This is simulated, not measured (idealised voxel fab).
process module | voxel released beams
cross-section cut | 205 nm wide | cells 5 nm
A cross-section is a grid of square cells, given in bands from the top down. A band is one or more rows of cells.
Each band's line starts with the height of the band's top and of its bottom, in nm. Then come its materials from left to right, each with its width in nm. One material with "throughout" fills the band from edge to edge. "air" is empty space.
Height 0 is the level under which the wafer as received is all one material. The lowest band goes on downwards, as in "0 down".
A width such as "30 to 40" changes by the same amount from each row of cells to the next, from the band's top row to its bottom row.
"no change" after a step means that no cell of the cross-section changed.
closed voids: empty space of 8 cells or more with no open way to the top, each as width x height at its distance from the left edge, in nm
after a step's settings: what the simulator itself notes on the step
overlay nm, on a step with a mask: how far to the right of its planned place the mask lay; to the left if negative
plan
1 op RECEIVE | material Si
2 op CONFORMAL_DEP | material SiN | thk nm 10
3 op DIRECTIONAL_DEP | material SiO2 | thk nm 15
4 op DIRECTIONAL_DEP | material aC | thk nm 10
5 op PATTERN | tone open | mask id ANCHOR | material resist | width nm 25 | thk nm 30 | overlay nm 0
6 op DIRECTIONAL_ETCH | etch materials aC | depth nm 10
7 op STRIP | etch materials resist
8 op DIRECTIONAL_ETCH | etch materials SiO2 | depth nm 15
9 op STRIP | etch materials aC
10 op CONFORMAL_DEP | material W | thk nm 10
11 op DIRECTIONAL_DEP | material aC | thk nm 15
12 op PATTERN | tone cover | mask id BEAM | material resist | width nm 90 | thk nm 35 | overlay nm 0
13 op DIRECTIONAL_ETCH | etch materials aC | depth nm 15
14 op STRIP | etch materials resist
15 op DIRECTIONAL_ETCH | etch materials W | depth nm 10
16 op STRIP | etch materials aC
17 op STRIP | etch materials SiO2
as received, after step 1
  0 down: Si throughout
  closed voids: none
first wafer at the end, as planned
  35 to 25: air 55 | W 15 | air 5 | W 70 | air 60
  25 to 20: air 60 | W 10 | air 5 | W 10 | air 120
  20 to 10: air 60 | W 25 | air 120
  10 to 0: SiN throughout
  0 down: Si throughout
  closed voids: none
second wafer at the end: like start, like plan, one mistake
  25 to 15: air 55 | W 15 | air 5 | W 70 | air 60
  15 to 10: air 60 | W 10 | air 5 | W 10 | air 120
  10 to 0: air 60 | W 25 | air 120
  0 down: Si throughout
  closed voids: none
what went wrong: step 2 was left out
at the end the second wafer has, in cells: 82 fewer of SiN
